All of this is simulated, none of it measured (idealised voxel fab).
Process module name: voxel wiring stack
It is cross-section cut that appears here, measuring 240 nm in width, its square cells being 5 nm in size.
This document writes a cross-section as a grid whose cells are square, and gives it as bands, listed from the top down; one or more rows of cells form a band. The entry gives the band's vertical extent as a top height and a bottom height in nm, then its horizontal make-up as materials from left to right, each with a width in nm. "blank" stands for empty space; a single material marked "all across" fills the band edge to edge. We count height from 0. Below that, the starting wafer is all one material. The lowest band never ends at the bottom but goes on down; see "0..down" for how that is written. Read "30->40" as a graded width: first number on top, second number at the bottom, same change between each pair of neighbouring rows. Reading "no alteration" for a step: not a cell of the cross-section changed in it. Closed empty spaces (no open way to the top) of 8 cells or more are what "Enclosed cavities" lists, each as width x height at distance from the left edge, nm for all three. Where a step's line continues beyond its settings, the continuation is a remark by the simulator itself on that step. When a step includes a mask, the "overlay nm" setting on its line states how far to the right of its planned place that mask lay, and negative values state how far to the left.
[This section lists the process steps that were planned]
1,RECEIVE, material Si
2,CONFORMAL_DEP, material SiO2, thk nm 10
3,DIRECTIONAL_DEP, material TiN, thk nm 5
4,DIRECTIONAL_DEP, material Ru, thk nm 25
5,MASKED_ETCH, tone cover, mask id METAL_1, width nm 20, pitch nm 50, etch materials Ru, depth nm 25, overlay nm 0
6,MASKED_ETCH, tone cover, mask id METAL_1, width nm 15, pitch nm 50, etch materials TiN, depth nm 5, overlay nm 0
7,CONFORMAL_DEP, material SiCN, thk nm 5
8,FILL_DEP, material lowk, thk nm 10
9,CMP, height nm 40
10,CONFORMAL_DEP, material SiCN, thk nm 5
11,DIRECTIONAL_DEP, material lowk, thk nm 15
12,DIRECTIONAL_DEP, material aC, thk nm 15
13,PATTERN, tone open, mask id PLUG_1, material resist, width nm 15, pitch nm 50, thk nm 30, overlay nm 0
14,DIRECTIONAL_ETCH, etch materials aC, depth nm 15
15,STRIP, etch materials resist
16,DIRECTIONAL_ETCH, etch materials lowk, depth nm 15
17,DIRECTIONAL_ETCH, etch materials SiCN, depth nm 5
18,STRIP, etch materials aC
19,EPI, material Ru, thk nm 10
20,EPI, material Ru, thk nm 10
21,CONFORMAL_DEP, material SiN, thk nm 5
22,DIRECTIONAL_DEP, material SiO2, thk nm 25
23,PATTERN, tone open, mask id METAL_2, material resist, width nm 20, pitch nm 50, thk nm 15, overlay nm 0
24,DIRECTIONAL_ETCH, etch materials SiO2, depth nm 25
25,DIRECTIONAL_ETCH, etch materials SiN, depth nm 5
26,STRIP, etch materials resist
27,CONFORMAL_DEP, material TiN, thk nm 5
28,FILL_DEP, material Ru, thk nm 10
29,CMP, height nm 90
30,CONFORMAL_DEP, material SiCN, thk nm 5
31,DIRECTIONAL_DEP, material lowk, thk nm 30
32,MASKED_ETCH, tone open, mask id METAL_3, width nm 20, pitch nm 50, etch materials lowk, depth nm 15, overlay nm 0
33,PATTERN, tone open, mask id METAL_3_HOLES, material resist, width nm 15, pitch nm 100, thk nm 20, overlay nm 0
34,DIRECTIONAL_ETCH, etch materials lowk, depth nm 15
35,DIRECTIONAL_ETCH, etch materials SiCN, depth nm 5
36,STRIP, etch materials resist
37,CONFORMAL_DEP, material TiN, thk nm 5
38,FILL_DEP, material Ru, thk nm 10
39,CMP, height nm 125
40,CONFORMAL_DEP, material SiCN, thk nm 5
41,DIRECTIONAL_DEP, material SiO2, thk nm 30
42,DIRECTIONAL_DEP, material aC, thk nm 10
43,PATTERN, tone open, mask id METAL_4, material resist, width nm 20, pitch nm 50, thk nm 30, overlay nm 0
44,DIRECTIONAL_ETCH, etch materials aC, depth nm 10
45,STRIP, etch materials resist
46,DIRECTIONAL_ETCH, etch materials SiO2, depth nm 15
47,STRIP, etch materials aC
48,MASKED_ETCH, tone open, mask id METAL_4_HOLES, width nm 15, pitch nm 100, etch materials SiO2, depth nm 15, overlay nm 0
49,MASKED_ETCH, tone open, mask id METAL_4_HOLES, width nm 15, pitch nm 100, etch materials SiCN, depth nm 5, overlay nm 0
50,CONFORMAL_DEP, material TiN, thk nm 5
51,FILL_DEP, material Cu, thk nm 5
52,CMP, height nm 160
53,CONFORMAL_DEP, material SiCN, thk nm 5
The plan shows the width nm of step 6 as the first wafer had it; this setting differs between the wafers, which start out alike.
[Cross-section: the first of several wafers in its as-received state, i.e. following step 1]
  0..down = Si all across
  Enclosed cavities: none
[Per-wafer rows below. For each material: cells gained (+) or lost (-) since the wafer was received, as of end of module. Then: closed voids]
width nm 15; +20 Cu; +146 Ru; +237 SiCN; +36 SiN; +510 SiO2; +134 TiN; +501 lowk; Enclosed cavities: none
width nm 20; +20 Cu; +146 Ru; +237 SiCN; +36 SiN; +510 SiO2; +134 TiN; +501 lowk; Enclosed cavities: none
width nm 25; +20 Cu; +146 Ru; +237 SiCN; +36 SiN; +510 SiO2; +137 TiN; +498 lowk; Enclosed cavities: none
width nm 30; +20 Cu; +146 Ru; +237 SiCN; +36 SiN; +510 SiO2; +140 TiN; +495 lowk; Enclosed cavities: none
width nm 35; +20 Cu; +146 Ru; +237 SiCN; +36 SiN; +510 SiO2; +143 TiN; +492 lowk; Enclosed cavities: none
